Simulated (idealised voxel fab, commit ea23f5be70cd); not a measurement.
process module | voxel self aligned contacts
cross-section cut | 270 nm wide | cells 5 nm
A cross-section is a grid of square cells, given in bands from the top down. A band is one or more rows of cells.
Each band's line starts with the height of the band's top and of its bottom, in nm. Then come its materials from left to right, each with its width in nm. One material with "throughout" fills the band from edge to edge. "air" is empty space.
Height 0 is the level under which the wafer as received is all one material. The lowest band goes on downwards, as in "0 down".
A width such as "30 to 40" changes by the same amount from each row of cells to the next, from the band's top row to its bottom row.
"no change" after a step means that no cell of the cross-section changed.
closed voids: empty space of 8 cells or more with no open way to the top, each as width x height at its distance from the left edge, in nm
after a step's settings: what the simulator itself notes on the step
overlay nm, on a step with a mask: how far to the right of its planned place the mask lay; to the left if negative
plan
1 op RECEIVE | material Si
2 op OXIDIZE | depth nm 5
3 op DIRECTIONAL_DEP | material polySi | thk nm 20
4 op DIRECTIONAL_DEP | material SiN | thk nm 25
5 op PATTERN | tone cover | mask id GATE | material resist | width nm 35 | pitch nm 75 | thk nm 15 | overlay nm 0
6 op DIRECTIONAL_ETCH | etch materials SiN | depth nm 25
7 op DIRECTIONAL_ETCH | etch materials polySi | depth nm 20
8 op STRIP | etch materials resist
9 op CONFORMAL_DEP | material SiN | thk nm 10
10 op DIRECTIONAL_ETCH | etch materials SiN | depth nm 10
11 op FILL_DEP | material SiO2 | thk nm 20
12 op CMP | height nm 55
13 op MASKED_ETCH | tone open | mask id CONTACT | width nm 50 | etch materials SiO2 | depth nm 60 | overlay nm 0
14 op CONFORMAL_DEP | material TiN | thk nm 5
15 op FILL_DEP | material Ru | thk nm 5
16 op CMP | height nm 55
17 op CONFORMAL_DEP | material SiCN | thk nm 5
as received, after step 1
  0 down: Si throughout
  closed voids: none
a wafer at the end: this start, this plan, one mistake
  60 to 55: SiCN throughout
  55 to 45: SiO2 110 | TiN 5 to 20 | Ru 40 to 10 | TiN 5 to 20 | SiO2 110
  45 to 25: SiO2 70 | SiN 55 | TiN 5 | Ru 10 | TiN 5 | SiN 55 | SiO2 70
  25 to 20: SiO2 70 | SiN 55 | TiN 20 | SiN 55 | SiO2 70
  20 to 0: SiN throughout
  0 to -5: SiO2 throughout
  -5 down: Si throughout
  closed voids: none
what went wrong: step 3 ran as: op DIRECTIONAL_DEP | material SiN | thk nm 20
